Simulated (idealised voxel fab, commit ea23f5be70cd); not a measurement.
Process module heading - voxel self aligned contacts
Square cells of 5 nm make up the cross-section cut, whose width is 200 nm.
When this document writes out a cross-section, it uses a grid of square cells and lists it as bands, beginning at the top and moving down, with a band standing for one or more rows of cells. First you get the band's top height and its bottom height, in nm, and then the materials it's made of, left to right, with each width in nm. If you see a single material with "everywhere", that one covers the band edge to edge. "empty" is empty space. The level at which height equals 0 is the one under which the wafer, as it arrives, is entirely one material. No lower edge exists for the bottom band, which continues downward and is notated as in "0..down". The width entry "30..40" should be interpreted row by row: the top row of cells in the band takes the first number, the bottom row takes the second number, and the change between adjacent rows is uniform throughout. Basically "no modifications" means that step didn't change any cell in the cross-section. The list in "Enclosed void list" covers empty spaces of 8 cells or more that cannot reach the top through any open way, and it gives each as width x height at distance; the distance is from the left edge, and width, height and distance are in nm. On a step's line, text after the settings is the simulator commenting on that step. What "overlay nm" on a step's line means: if the step has a mask, that mask lay this far to the right of its planned place, or, when the value is negative, to the left.

Listed below are the process steps as planned
1: RECEIVE, material Si
2: OXIDIZE, depth nm 5
3: DIRECTIONAL_DEP, material polySi, thk nm 30
4: DIRECTIONAL_DEP, material SiN, thk nm 25
5: MASKED_ETCH, tone cover, mask id GATE, width nm 25, pitch nm 60, etch materials SiN, depth nm 25, overlay nm 0
6: MASKED_ETCH, tone cover, mask id GATE, width nm 25, pitch nm 60, etch materials polySi, depth nm 30, overlay nm 0
7: CONFORMAL_DEP, material SiN, thk nm 10
8: DIRECTIONAL_ETCH, etch materials SiN, depth nm 10
9: FILL_DEP, material SiO2, thk nm 15
10: CMP, height nm 65
11: MASKED_ETCH, tone open, mask id CONTACT, width nm 35, pitch nm 60, etch materials SiO2, depth nm 70, overlay nm 0
12: CONFORMAL_DEP, material TiN, thk nm 5
13: FILL_DEP, material W, thk nm 10
14: CMP, height nm 65
15: CONFORMAL_DEP, material SiCN, thk nm 5
Among the wafers covered here, the point of difference is the width nm at step 11; their starting state is shared, and the plan presents the value of the first wafer.

Cross-sectional view of the first of several wafers in the as-received condition, corresponding to the state following step 1
- 0..down = Si everywhere
- Enclosed void list: none

The figure below presents a cross-section of the first of several wafers at the conclusion of the module, following its last step, step 15
- 70..65 = SiCN everywhere
- 65..55 = 50 SiO2, 5..15 TiN, 25..5 W, 5..15 TiN, 25 SiO2, 5..15 TiN, 25..5 W, 5..15 TiN, 55 SiO2
- 55..30 = 15 SiO2, 45 SiN, 5 TiN, 5 W, 5 TiN, 45 SiN, 5 TiN, 5 W, 5 TiN, 45 SiN, 20 SiO2
- 30..0 = 15 SiO2, 10 SiN, 25 polySi, 10 SiN, 5 TiN, 5 W, 5 TiN, 10 SiN, 25 polySi, 10 SiN, 5 TiN, 5 W, 5 TiN, 10 SiN, 25 polySi, 10 SiN, 20 SiO2
- 0..-5 = 60 SiO2, 15 TiN, 45 SiO2, 15 TiN, 65 SiO2
- -5..down = Si everywhere
- Enclosed void list: none

Last wafer of the set, cross-sectioned at end of module
- 70..65 = SiCN everywhere
- 65..55 = 45 SiO2, 5..20 TiN, 35..5 W, 5..20 TiN, 15 SiO2, 5..20 TiN, 35..5 W, 5..20 TiN, 50 SiO2
- 55..30 = 15 SiO2, 45 SiN, 5 TiN, 5 W, 5 TiN, 45 SiN, 5 TiN, 5 W, 5 TiN, 45 SiN, 20 SiO2
- 30..0 = 15 SiO2, 10 SiN, 25 polySi, 10 SiN, 5 TiN, 5 W, 5 TiN, 10 SiN, 25 polySi, 10 SiN, 5 TiN, 5 W, 5 TiN, 10 SiN, 25 polySi, 10 SiN, 20 SiO2
- 0..-5 = 60 SiO2, 15 TiN, 45 SiO2, 15 TiN, 65 SiO2
- -5..down = Si everywhere
- Enclosed void list: none

Rows = wafers. At module end, each row lists per material the cells gained (+) or lost (-) since the wafer was received, then the closed voids
width nm 35, -40 Si, +40 SiCN, +207 SiN, +163 SiO2, +66 TiN, +34 W, +90 polySi, Enclosed void list: none
width nm 40, -40 Si, +40 SiCN, +207 SiN, +159 SiO2, +68 TiN, +36 W, +90 polySi, Enclosed void list: none
width nm 45, -40 Si, +40 SiCN, +207 SiN, +155 SiO2, +70 TiN, +38 W, +90 polySi, Enclosed void list: none
